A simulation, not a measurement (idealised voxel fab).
Name of the process module below: voxel gate over fins
Displayed cross-section: cut, width of 220 nm, square cells sized 5 nm.
How to read a cross-section here: the picture is a grid of square cells, written as bands going from the top down, and any band can span one or more rows of cells.
This entry defines a band. It first specifies the height of the band's top and the height of its bottom in nm, and then specifies the band's materials from left to right, stating each material with its width in nm. The word "full width" identifies a single material that fills the band from edge to edge, while the word "blank" identifies empty space.
Convention: height 0 is the level below which the wafer, as received, is all one material. The lowest band does not terminate at the bottom but continues downward, represented as "from 0 down".
When a width is written as two numbers, as in "30 to 40", the first number is the width in the top row of cells of the band and the second is the width in its bottom row, and the width changes by the same amount from each row to the next.
Key: "no modification" - step with no changed cell in the cross-section.
For the entry "Closed internal cavities", the listed items are empty spaces with no open way to the top whose size is 8 cells or more; each item follows the pattern width x height at distance, where distance is from the left edge and all three are in nm.
Read whatever lies past the settings on a step's line as the simulator's own remark about the step.
"overlay nm" on a masked step: distance the mask lay right of its planned place, negative for left.

[Set out below are the planned steps of the process]
- 1: RECEIVE with material Si
- 2: CONFORMAL_DEP with material SiN, thk nm 10
- 3: DIRECTIONAL_DEP with material aC, thk nm 15
- 4: PATTERN with tone cover, mask id FINS, material resist, width nm 15, pitch nm 45, thk nm 30, overlay nm 0
- 5: DIRECTIONAL_ETCH with etch materials aC, depth nm 15
- 6: STRIP with etch materials resist
- 7: DIRECTIONAL_ETCH with etch materials SiN, depth nm 10
- 8: DIRECTIONAL_ETCH with etch materials Si, depth nm 30
- 9: STRIP with etch materials aC
- 10: FILL_DEP with material SiO2, thk nm 5
- 11: CMP with height nm 10
- 12: SELECTIVE_ETCH with etch materials SiO2, depth nm 20
- 13: STRIP with etch materials SiN
- 14: CONFORMAL_DEP with material HfO2, thk nm 5
- 15: CONFORMAL_DEP with material TiN, thk nm 5
- 16: FILL_DEP with material W, thk nm 10
- 17: CMP with height nm 15
- 18: CONFORMAL_DEP with material SiCN, thk nm 10

[The first wafer of two, processed as planned]

[Here's what the wafer looked like in cross-section when it arrived - that's after step 1]
- from 0 down  Si full width
- Closed internal cavities: none

[The wafer in cross-section once step 2 is complete]
- from 10 to 0  SiN full width
- Beneath the level 0, the cross-section is identical to its previous state.

[The wafer in cross-section once step 3 is complete]
- from 25 to 10  aC full width
- Beneath the level 10, the cross-section is identical to its previous state.

[The wafer in cross-section once step 4 is complete]
- from 55 to 25  blank 55; resist 15; blank 30; resist 15; blank 30; resist 15; blank 60
- Beneath the level 25, the cross-section is identical to its previous state.

[The wafer in cross-section once step 5 is complete]
- from 40 to 25  blank 55; resist 15; blank 30; resist 15; blank 30; resist 15; blank 60
- from 25 to 10  blank 55; aC 15; blank 30; aC 15; blank 30; aC 15; blank 60
- Beneath the level 10, the cross-section is identical to its previous state.

[The wafer in cross-section once step 6 is complete]
- from 25 to 10  blank 55; aC 15; blank 30; aC 15; blank 30; aC 15; blank 60
- Beneath the level 10, the cross-section is identical to its previous state.

[The wafer in cross-section once step 7 is complete]
- from 25 to 10  blank 55; aC 15; blank 30; aC 15; blank 30; aC 15; blank 60
- from 10 to 0  blank 55; SiN 15; blank 30; SiN 15; blank 30; SiN 15; blank 60
- Beneath the level 0, the cross-section is identical to its previous state.

[The wafer in cross-section once step 8 is complete]
- from 25 to 10  blank 55; aC 15; blank 30; aC 15; blank 30; aC 15; blank 60
- from 10 to 0  blank 55; SiN 15; blank 30; SiN 15; blank 30; SiN 15; blank 60
- from 0 to -30  blank 55; Si 15; blank 30; Si 15; blank 30; Si 15; blank 60
- Beneath the level -30, the cross-section is identical to its previous state.

[The wafer in cross-section once step 9 is complete]
- from 10 to 0  blank 55; SiN 15; blank 30; SiN 15; blank 30; SiN 15; blank 60
- Beneath the level 0, the cross-section is identical to its previous state.

[The wafer in cross-section once step 10 is complete]
- from 15 to 10  SiO2 full width
- from 10 to 0  SiO2 55; SiN 15; SiO2 30; SiN 15; SiO2 30; SiN 15; SiO2 60
- from 0 to -30  SiO2 55; Si 15; SiO2 30; Si 15; SiO2 30; Si 15; SiO2 60
- Beneath the level -30, the cross-section is identical to its previous state.

[The wafer in cross-section once step 11 is complete]
- from 10 to 0  SiO2 55; SiN 15; SiO2 30; SiN 15; SiO2 30; SiN 15; SiO2 60
- Beneath the level 0, the cross-section is identical to its previous state.

[The wafer in cross-section once step 12 is complete]
- from 10 to 0  blank 55; SiN 15; blank 30; SiN 15; blank 30; SiN 15; blank 60
- from 0 to -10  blank 55; Si 15; blank 30; Si 15; blank 30; Si 15; blank 60
- Beneath the level -10, the cross-section is identical to its previous state.

[The wafer in cross-section once step 13 is complete]
- from 0 to -10  blank 55; Si 15; blank 30; Si 15; blank 30; Si 15; blank 60
- Beneath the level -10, the cross-section is identical to its previous state.

[The wafer in cross-section once step 14 is complete]
- from 5 to 0  blank 50; HfO2 25; blank 20; HfO2 25; blank 20; HfO2 25; blank 55
- from 0 to -5  blank 50; HfO2 5; Si 15; HfO2 5; blank 20; HfO2 5; Si 15; HfO2 5; blank 20; HfO2 5; Si 15; HfO2 5; blank 55
- from -5 to -10  HfO2 55; Si 15; HfO2 30; Si 15; HfO2 30; Si 15; HfO2 60
- Beneath the level -10, the cross-section is identical to its previous state.

[The wafer in cross-section once step 15 is complete]
- from 10 to 5  blank 45; TiN 35; blank 10; TiN 35; blank 10; TiN 35; blank 50
- from 5 to 0  blank 45; TiN 5; HfO2 25; TiN 5; blank 10; TiN 5; HfO2 25; TiN 5; blank 10; TiN 5; HfO2 25; TiN 5; blank 50
- from 0 to -5  TiN 50; HfO2 5; Si 15; HfO2 5; TiN 20; HfO2 5; Si 15; HfO2 5; TiN 20; HfO2 5; Si 15; HfO2 5; TiN 55
- Beneath the level -5, the cross-section is identical to its previous state.

[The wafer in cross-section once step 16 is complete]
- from 20 to 10  W full width
- from 10 to 5  W 45; TiN 35; W 10; TiN 35; W 10; TiN 35; W 50
- from 5 to 0  W 45; TiN 5; HfO2 25; TiN 5; W 10; TiN 5; HfO2 25; TiN 5; W 10; TiN 5; HfO2 25; TiN 5; W 50
- Beneath the level 0, the cross-section is identical to its previous state.

[The wafer in cross-section once step 17 is complete]
- from 15 to 10  W full width
- Beneath the level 10, the cross-section is identical to its previous state.

[The wafer in cross-section once step 18 is complete]
- from 25 to 15  SiCN full width
- Beneath the level 15, the cross-section is identical to its previous state.

[Notes, second wafer: start = first wafer's, plan = first wafer's, execution had one mistake; history identical to first through step 3]

[Second wafer: cross-section at the scheduled end of step 4]
- from 55 to 25  blank 50; resist 15; blank 30; resist 15; blank 30; resist 15; blank 65
- Beneath the level 25, the cross-section is identical to its previous state.

[Second wafer: cross-section at the scheduled end of step 5]
- from 40 to 25  blank 50; resist 15; blank 30; resist 15; blank 30; resist 15; blank 65
- from 25 to 10  blank 50; aC 15; blank 30; aC 15; blank 30; aC 15; blank 65
- Beneath the level 10, the cross-section is identical to its previous state.

[Second wafer: cross-section at the scheduled end of step 6]
- from 25 to 10  blank 50; aC 15; blank 30; aC 15; blank 30; aC 15; blank 65
- Beneath the level 10, the cross-section is identical to its previous state.

[Second wafer: cross-section at the scheduled end of step 7]
- from 25 to 10  blank 50; aC 15; blank 30; aC 15; blank 30; aC 15; blank 65
- from 10 to 0  blank 50; SiN 15; blank 30; SiN 15; blank 30; SiN 15; blank 65
- Beneath the level 0, the cross-section is identical to its previous state.

[Second wafer: cross-section at the scheduled end of step 8]
- from 25 to 10  blank 50; aC 15; blank 30; aC 15; blank 30; aC 15; blank 65
- from 10 to 0  blank 50; SiN 15; blank 30; SiN 15; blank 30; SiN 15; blank 65
- from 0 to -30  blank 50; Si 15; blank 30; Si 15; blank 30; Si 15; blank 65
- Beneath the level -30, the cross-section is identical to its previous state.

[Second wafer: cross-section at the scheduled end of step 9]
- from 10 to 0  blank 50; SiN 15; blank 30; SiN 15; blank 30; SiN 15; blank 65
- Beneath the level 0, the cross-section is identical to its previous state.

[Second wafer: cross-section at the scheduled end of step 10]
- from 15 to 10  SiO2 full width
- from 10 to 0  SiO2 50; SiN 15; SiO2 30; SiN 15; SiO2 30; SiN 15; SiO2 65
- from 0 to -30  SiO2 50; Si 15; SiO2 30; Si 15; SiO2 30; Si 15; SiO2 65
- Beneath the level -30, the cross-section is identical to its previous state.

[Second wafer: cross-section at the scheduled end of step 11]
- from 10 to 0  SiO2 50; SiN 15; SiO2 30; SiN 15; SiO2 30; SiN 15; SiO2 65
- Beneath the level 0, the cross-section is identical to its previous state.

[Second wafer: cross-section at the scheduled end of step 12]
- from 10 to 0  blank 50; SiN 15; blank 30; SiN 15; blank 30; SiN 15; blank 65
- from 0 to -10  blank 50; Si 15; blank 30; Si 15; blank 30; Si 15; blank 65
- Beneath the level -10, the cross-section is identical to its previous state.

[Second wafer: cross-section at the scheduled end of step 13]
- from 0 to -10  blank 50; Si 15; blank 30; Si 15; blank 30; Si 15; blank 65
- Beneath the level -10, the cross-section is identical to its previous state.

[Second wafer: cross-section at the scheduled end of step 14]
- from 5 to 0  blank 45; HfO2 25; blank 20; HfO2 25; blank 20; HfO2 25; blank 60
- from 0 to -5  blank 45; HfO2 5; Si 15; HfO2 5; blank 20; HfO2 5; Si 15; HfO2 5; blank 20; HfO2 5; Si 15; HfO2 5; blank 60
- from -5 to -10  HfO2 50; Si 15; HfO2 30; Si 15; HfO2 30; Si 15; HfO2 65
- Beneath the level -10, the cross-section is identical to its previous state.

[Second wafer: cross-section at the scheduled end of step 15]
- from 10 to 5  blank 40; TiN 35; blank 10; TiN 35; blank 10; TiN 35; blank 55
- from 5 to 0  blank 40; TiN 5; HfO2 25; TiN 5; blank 10; TiN 5; HfO2 25; TiN 5; blank 10; TiN 5; HfO2 25; TiN 5; blank 55
- from 0 to -5  TiN 45; HfO2 5; Si 15; HfO2 5; TiN 20; HfO2 5; Si 15; HfO2 5; TiN 20; HfO2 5; Si 15; HfO2 5; TiN 60
- Beneath the level -5, the cross-section is identical to its previous state.

[Second wafer: cross-section at the scheduled end of step 16]
- from 20 to 10  W full width
- from 10 to 5  W 40; TiN 35; W 10; TiN 35; W 10; TiN 35; W 55
- from 5 to 0  W 40; TiN 5; HfO2 25; TiN 5; W 10; TiN 5; HfO2 25; TiN 5; W 10; TiN 5; HfO2 25; TiN 5; W 55
- Beneath the level 0, the cross-section is identical to its previous state.

[Second wafer: cross-section at the scheduled end of step 17]
- from 15 to 10  W full width
- Beneath the level 10, the cross-section is identical to its previous state.

[Second wafer: cross-section at the scheduled end of step 18]
- from 25 to 15  SiCN full width
- Beneath the level 15, the cross-section is identical to its previous state.
Misprocessing identified: step 4 was not run as planned; what actually ran was PATTERN with tone cover, mask id FINS, material resist, width nm 15, pitch nm 45, thk nm 30, overlay nm -5
By the end, you'd get the same cell count for each material on either wafer, but the second wafer puts them somewhere else.
